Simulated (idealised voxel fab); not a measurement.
Documented hereafter: the process module known as voxel ribs on slabs.
Cross-section cut: width 150 nm, square cells of 5 nm.
Cross-section, as written here: a square-cell grid given band by band from the top down, where a band holds one or more rows of cells. It is stipulated that each band's entry specify, in nanometres, the height of the top of the band and then that of its bottom, followed by the materials of the band in left-to-right sequence, each together with its width in nanometres. A single material marked by the word "full width" is understood to fill the band from edge to edge; the word "blank" is understood to denote empty space. Where do heights start? At 0: under that level the wafer as delivered is made of one material only. And the lowest band has no floor; it just carries on downward, as in "0 and below". Top row gets the first number, bottom row gets the second, and each row in between changes by the same step: that is how a band width like "30->40" works. Where a step carries "all unchanged", the cross-section came out of it unchanged, cell for cell. The entry "Enclosed internal voids" lists the empty spaces that cover at least 8 cells and have no open path to the top. Each is written as width x height at distance, where the distance is measured from the left edge and all three values are in nm. Past the settings on a step's line: simulator remark, on that step. overlay nm: mask right of planned place by this much (step with mask). Neg. = left.

SO HERE'S THE LINEUP OF PROCESS STEPS WE PLANNED
step 1: RECEIVE with material Si
step 2: DIRECTIONAL_DEP with material SiO2, thk nm 25
step 3: DIRECTIONAL_DEP with material SiN, thk nm 15
step 4: PATTERN with tone cover, mask id RIB, material resist, width nm 15, thk nm 15, overlay nm 0
step 5: DIRECTIONAL_ETCH with etch materials SiN, depth nm 10
step 6: STRIP with etch materials resist
step 7: MASKED_ETCH with tone cover, mask id SLAB, width nm 55, etch materials SiN, depth nm 5, overlay nm 0
step 8: FILL_DEP with material SiO2, thk nm 15
step 9: CMP with height nm 50
step 10: DIRECTIONAL_DEP with material TiN, thk nm 5
step 11: PATTERN with tone cover, mask id HEATER, material resist, width nm 25, thk nm 20, overlay nm 0
step 12: DIRECTIONAL_ETCH with etch materials TiN, depth nm 5
step 13: STRIP with etch materials resist
step 14: CONFORMAL_DEP with material SiN, thk nm 5

FIRST OF TWO WAFERS, WITH THE RUN CARRIED OUT AS PLANNED

CROSS-SECTION, INCOMING MATERIAL, AFTER STEP 1
* 0 and below = Si full width
* Enclosed internal voids: none

CROSS-SECTION THROUGH THE WAFER, STEP 2 FINISHED
* 25 down to 0 = SiO2 full width
* Below a height of 0, the structure has not been altered.

CROSS-SECTION THROUGH THE WAFER, STEP 3 FINISHED
* 40 down to 25 = SiN full width
* Below a height of 25, the structure has not been altered.

CROSS-SECTION THROUGH THE WAFER, STEP 4 FINISHED
* 55 down to 40 = 65 of blank / 15 of resist / 70 of blank
* Below a height of 40, the structure has not been altered.

CROSS-SECTION THROUGH THE WAFER, STEP 5 FINISHED
* 55 down to 40 = 65 of blank / 15 of resist / 70 of blank
* 40 down to 30 = 65 of blank / 15 of SiN / 70 of blank
* Below a height of 30, the structure has not been altered.

CROSS-SECTION THROUGH THE WAFER, STEP 6 FINISHED
* 40 down to 30 = 65 of blank / 15 of SiN / 70 of blank
* Below a height of 30, the structure has not been altered.

CROSS-SECTION THROUGH THE WAFER, STEP 7 FINISHED
* 40 down to 30 = 65 of blank / 15 of SiN / 70 of blank
* 30 down to 25 = 45 of blank / 55 of SiN / 50 of blank
* Below a height of 25, the structure has not been altered.

CROSS-SECTION THROUGH THE WAFER, STEP 8 FINISHED
* 55 down to 40 = SiO2 full width
* 40 down to 30 = 65 of SiO2 / 15 of SiN / 70 of SiO2
* 30 down to 25 = 45 of SiO2 / 55 of SiN / 50 of SiO2
* Below a height of 25, the structure has not been altered.

CROSS-SECTION THROUGH THE WAFER, STEP 9 FINISHED
* 50 down to 40 = SiO2 full width
* Below a height of 40, the structure has not been altered.

CROSS-SECTION THROUGH THE WAFER, STEP 10 FINISHED
* 55 down to 50 = TiN full width
* Below a height of 50, the structure has not been altered.

CROSS-SECTION THROUGH THE WAFER, STEP 11 FINISHED
* 75 down to 55 = 60 of blank / 25 of resist / 65 of blank
* Below a height of 55, the structure has not been altered.

CROSS-SECTION THROUGH THE WAFER, STEP 12 FINISHED
* 75 down to 55 = 60 of blank / 25 of resist / 65 of blank
* 55 down to 50 = 60 of blank / 25 of TiN / 65 of blank
* Below a height of 50, the structure has not been altered.

CROSS-SECTION THROUGH THE WAFER, STEP 13 FINISHED
* 55 down to 50 = 60 of blank / 25 of TiN / 65 of blank
* Below a height of 50, the structure has not been altered.

CROSS-SECTION THROUGH THE WAFER, STEP 14 FINISHED
* 60 down to 55 = 55 of blank / 35 of SiN / 60 of blank
* 55 down to 50 = 60 of SiN / 25 of TiN / 65 of SiN
* Below a height of 50, the structure has not been altered.

NOTES, SECOND WAFER: START = FIRST WAFER'S, PLAN = FIRST WAFER'S, EXECUTION HAD ONE MISTAKE; HISTORY IDENTICAL TO FIRST THROUGH STEP 6

THE SECOND WAFER IN CROSS-SECTION, AT THE PLANNED CLOSE OF STEP 7
* 40 down to 30 = 65 of blank / 15 of SiN / 70 of blank
* 30 down to 25 = 50 of blank / 50 of SiN / 50 of blank
* Below a height of 25, the structure has not been altered.

THE SECOND WAFER IN CROSS-SECTION, AT THE PLANNED CLOSE OF STEP 8
* 55 down to 40 = SiO2 full width
* 40 down to 30 = 65 of SiO2 / 15 of SiN / 70 of SiO2
* 30 down to 25 = 50 of SiO2 / 50 of SiN / 50 of SiO2
* Below a height of 25, the structure has not been altered.

THE SECOND WAFER IN CROSS-SECTION, AT THE PLANNED CLOSE OF STEP 9
* 50 down to 40 = SiO2 full width
* Below a height of 40, the structure has not been altered.

THE SECOND WAFER IN CROSS-SECTION, AT THE PLANNED CLOSE OF STEP 10
* 55 down to 50 = TiN full width
* Below a height of 50, the structure has not been altered.

THE SECOND WAFER IN CROSS-SECTION, AT THE PLANNED CLOSE OF STEP 11
* 75 down to 55 = 60 of blank / 25 of resist / 65 of blank
* Below a height of 55, the structure has not been altered.

THE SECOND WAFER IN CROSS-SECTION, AT THE PLANNED CLOSE OF STEP 12
* 75 down to 55 = 60 of blank / 25 of resist / 65 of blank
* 55 down to 50 = 60 of blank / 25 of TiN / 65 of blank
* Below a height of 50, the structure has not been altered.

THE SECOND WAFER IN CROSS-SECTION, AT THE PLANNED CLOSE OF STEP 13
* 55 down to 50 = 60 of blank / 25 of TiN / 65 of blank
* Below a height of 50, the structure has not been altered.

THE SECOND WAFER IN CROSS-SECTION, AT THE PLANNED CLOSE OF STEP 14
* 60 down to 55 = 55 of blank / 35 of SiN / 60 of blank
* 55 down to 50 = 60 of SiN / 25 of TiN / 65 of SiN
* Below a height of 50, the structure has not been altered.
Where did the run depart from the plan? step 7 ran as: MASKED_ETCH with tone cover, mask id SLAB, width nm 50, etch materials SiN, depth nm 5, overlay nm 0
The second wafer ends with more or fewer cells of some materials than the first, per final count: SiN -1; SiO2 +1
